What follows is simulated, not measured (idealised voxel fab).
The name of this process module is voxel wiring stack.
Section shown: cut. Width: 160 nm. Cell size: 5 nm, square.
When this document writes out a cross-section, it uses a grid of square cells and lists it as bands, beginning at the top and moving down, with a band standing for one or more rows of cells.
Heights first: top, then bottom, in nm. Then materials, left to right, each with a width in nm. "full width" on a single material: fills the band edge to edge. "empty": empty space.
Basically, 0 is our baseline, since under it the wafer straight out of the box is all one material. The bottom band has no lower end and keeps on going down, so it looks like "top 0, no bottom".
Width: "30..40" (first number = top row, second number = bottom row, same change from row to row of cells).
The designation "no modification", where it is given for a processing step, indicates that no cell of the cross-section was altered in the course of that step.
Look at "Listed closed voids" for the closed voids: empty spaces with no open path to the top, sized 8 cells or up. Each is width x height at distance, distance from the left edge, all nm.
Where a step's line continues beyond its settings, the continuation is a remark by the simulator itself on that step.
The "overlay nm" setting may appear on a step's line; for a step that uses a mask, it gives how far to the right of its planned position the mask lay, and a negative value indicates the left.

Set out below are the planned steps of the process
1) RECEIVE: material Si
2) CONFORMAL_DEP: material SiO2, thk nm 15
3) CONFORMAL_DEP: material SiN, thk nm 5
4) DIRECTIONAL_DEP: material SiO2, thk nm 25
5) PATTERN: tone open, mask id METAL_1, material resist, width nm 25, pitch nm 45, thk nm 15, overlay nm 0
6) DIRECTIONAL_ETCH: etch materials SiO2, depth nm 25
7) DIRECTIONAL_ETCH: etch materials SiN, depth nm 5
8) STRIP: etch materials resist
9) CONFORMAL_DEP: material TiN, thk nm 5
10) FILL_DEP: material Ru, thk nm 10
11) CMP: height nm 45
12) CONFORMAL_DEP: material SiCN, thk nm 5
13) DIRECTIONAL_DEP: material SiO2, thk nm 30
14) MASKED_ETCH: tone open, mask id METAL_2, width nm 25, pitch nm 45, etch materials SiO2, depth nm 20, overlay nm 0
15) PATTERN: tone open, mask id METAL_2_HOLES, material resist, width nm 15, thk nm 20, overlay nm 0
16) DIRECTIONAL_ETCH: etch materials SiO2, depth nm 10
17) DIRECTIONAL_ETCH: etch materials SiCN, depth nm 5
18) STRIP: etch materials resist
19) CONFORMAL_DEP: material TiN, thk nm 5
20) FILL_DEP: material Cu, thk nm 10
21) CMP: height nm 80
22) CONFORMAL_DEP: material SiCN, thk nm 5
23) DIRECTIONAL_DEP: material lowk, thk nm 10
24) MASKED_ETCH: tone open, mask id PLUG_2, width nm 15, etch materials lowk, depth nm 10, overlay nm 0
25) MASKED_ETCH: tone open, mask id PLUG_2, width nm 15, etch materials SiCN, depth nm 5, overlay nm 0
26) CONFORMAL_DEP: material TiN, thk nm 5
27) FILL_DEP: material Cu, thk nm 5
28) CMP: height nm 95
29) CONFORMAL_DEP: material SiCN, thk nm 5
30) DIRECTIONAL_DEP: material SiO2, thk nm 20
31) MASKED_ETCH: tone open, mask id METAL_3, width nm 25, pitch nm 45, etch materials SiO2, depth nm 20, overlay nm 0
32) MASKED_ETCH: tone open, mask id METAL_3, width nm 25, pitch nm 45, etch materials SiCN, depth nm 5, overlay nm 0
33) CONFORMAL_DEP: material TiN, thk nm 5
34) FILL_DEP: material Cu, thk nm 5
35) CMP: height nm 120
36) CONFORMAL_DEP: material SiCN, thk nm 5

This is the cross-section of the wafer as we received it, i.e. after step 1
- top 0, no bottom | Si full width
- Listed closed voids: none

Starting structure and process plan are as shown above, but one mistake was made in running the module; the wafer cross-section at the end of the module follows
- top 125, bottom 120 | SiCN full width
- top 120, bottom 100 | SiO2 45, then TiN 5, then Cu 15, then TiN 5, then SiO2 20, then TiN 5, then Cu 15, then TiN 5, then SiO2 45
- top 100, bottom 95 | SiCN 45, then TiN 25, then SiCN 20, then TiN 25, then SiCN 45
- top 95, bottom 85 | lowk 45, then TiN 5, then Cu 5, then TiN 5, then lowk 100
- top 85, bottom 80 | SiCN 45, then TiN 15, then SiCN 100
- top 80, bottom 70 | Cu 55..40, then TiN 5..20, then SiO2 10, then TiN 5, then Cu 10, then TiN 5, then SiO2 25, then TiN 5, then Cu 40
- top 70, bottom 65 | Cu 40, then TiN 5, then SiO2 25, then TiN 5, then Cu 10, then TiN 5, then SiO2 25, then TiN 5, then Cu 40
- top 65, bottom 60 | TiN 45, then SiO2 25, then TiN 20, then SiO2 25, then TiN 45
- top 60, bottom 50 | SiO2 full width
- top 50, bottom 45 | SiCN full width
- top 45, bottom 20 | SiO2 45, then TiN 5, then Ru 15, then TiN 5, then SiO2 20, then TiN 5, then Ru 15, then TiN 5, then SiO2 45
- top 20, bottom 15 | SiN 45, then TiN 25, then SiN 20, then TiN 25, then SiN 45
- top 15, bottom 0 | SiO2 full width
- top 0, no bottom | Si full width
- Listed closed voids: none
Diagnosis: the process deviated at step 14: the operation and settings actually run there were MASKED_ETCH: tone cover, mask id METAL_2, width nm 25, pitch nm 45, etch materials SiO2, depth nm 20, overlay nm 0
